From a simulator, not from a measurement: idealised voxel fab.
The process module that follows is named voxel self aligned vias.
Section shown: cut. Width: 150 nm. Cell size: 5 nm, square.
Cross-section format: a grid of square cells, given as bands from top to bottom; each band is one or more rows of cells. Within each band entry, the heights of the top and of the bottom of the band appear first, in that order and in nm; the materials of the band then follow from left to right, each with its corresponding width in nm. The designation "full width" on a single material indicates that it fills the band from edge to edge; the designation "blank" indicates empty space. It should be noted that heights are counted from 0, beneath which the wafer as supplied is of one material throughout, and that the lowest band possesses no lower boundary but continues downward, as written in "0 down". When a width is written as two numbers, as in "30..40", the first number is the width in the top row of cells of the band and the second is the width in its bottom row, and the width changes by the same amount from each row to the next. You'll sometimes find "everything unchanged" written for a step, and that's the way of saying that nowhere in the cross-section did a cell change during that step. Look at "Enclosed voids" for the closed voids: empty spaces with no open path to the top, sized 8 cells or up. Each is width x height at distance, distance from the left edge, all nm. It should be noted that, on the line of a given step, the content following the step's settings is a remark produced by the simulator itself with respect to that step. overlay nm: where the mask lay relative to plan, measured to the right, on steps with a mask; negatives go left.

**Here's what the planned process steps look like**
1) RECEIVE (material Si)
2) CONFORMAL_DEP (material SiO2; thk nm 15)
3) CONFORMAL_DEP (material SiCN; thk nm 5)
4) DIRECTIONAL_DEP (material SiO2; thk nm 30)
5) PATTERN (tone open; mask id LINES; material resist; width nm 25; pitch nm 65; thk nm 15; overlay nm 0)
6) DIRECTIONAL_ETCH (etch materials SiO2; depth nm 30)
7) STRIP (etch materials resist)
8) CONFORMAL_DEP (material TiN; thk nm 5)
9) FILL_DEP (material W; thk nm 5)
10) CMP (height nm 50)
11) SELECTIVE_ETCH (etch materials W Ru TiN; depth nm 5)
12) FILL_DEP (material SiN; thk nm 10)
13) CMP (height nm 50)
14) DIRECTIONAL_DEP (material SiO2; thk nm 15)
15) DIRECTIONAL_DEP (material aC; thk nm 10)
16) PATTERN (tone open; mask id VIAS; material resist; width nm 45; thk nm 30; overlay nm 0)
17) DIRECTIONAL_ETCH (etch materials aC; depth nm 10)
18) STRIP (etch materials resist)
19) DIRECTIONAL_ETCH (etch materials SiO2; depth nm 15)
20) DIRECTIONAL_ETCH (etch materials SiN; depth nm 5)
21) STRIP (etch materials aC)
22) CONFORMAL_DEP (material TiN; thk nm 5)
23) FILL_DEP (material Cu; thk nm 5)
24) CMP (height nm 65)
25) CONFORMAL_DEP (material SiN; thk nm 5)

**Wafer as received: cross-section following step 1**
	0 down: Si full width
	Enclosed voids: none

**Cross-section, first of two wafers, end of module, run as planned**
	70 to 65: SiN full width
	65 to 55: SiO2 20 nm, TiN 5 nm, Cu 35 nm, TiN 5 nm, SiO2 85 nm
	55 to 50: SiO2 20 nm, TiN 15 nm, Cu 15 nm, TiN 15 nm, SiO2 85 nm
	50 to 45: SiO2 30 nm, TiN 25 nm, SiO2 40 nm, SiN 25 nm, SiO2 30 nm
	45 to 25: SiO2 30 nm, TiN 5 nm, W 15 nm, TiN 5 nm, SiO2 40 nm, TiN 5 nm, W 15 nm, TiN 5 nm, SiO2 30 nm
	25 to 20: SiO2 30 nm, TiN 25 nm, SiO2 40 nm, TiN 25 nm, SiO2 30 nm
	20 to 15: SiCN full width
	15 to 0: SiO2 full width
	0 down: Si full width
	Enclosed voids: none

**Here is the second of the two wafers cut open at the end of the module - same start, same plan as the first one, but we made one mistake running it**
	70 to 65: SiN full width
	65 to 55: SiO2 20 nm, TiN 5 nm, Cu 35 nm, TiN 5 nm, SiO2 85 nm
	55 to 50: SiO2 20 nm, TiN 45 nm, SiO2 85 nm
	50 to 45: SiO2 20 nm, TiN 10 nm, SiN 25 nm, TiN 10 nm, SiO2 30 nm, SiN 25 nm, SiO2 30 nm
	45 to 25: SiO2 30 nm, TiN 5 nm, W 15 nm, TiN 5 nm, SiO2 40 nm, TiN 5 nm, W 15 nm, TiN 5 nm, SiO2 30 nm
	25 to 20: SiO2 30 nm, TiN 25 nm, SiO2 40 nm, TiN 25 nm, SiO2 30 nm
	20 to 15: SiCN full width
	15 to 0: SiO2 full width
	0 down: Si full width
	Enclosed voids: none
The mistake made against the process plan was this: for step 20, the planned setting was not used; the step was instead run as DIRECTIONAL_ETCH (etch materials SiO2; depth nm 5)
Wrapping up, a cell-based count of both wafers puts the second over or under the first for these materials: 3 fewer of Cu | 5 more of SiN | 4 fewer of SiO2 | 2 more of TiN
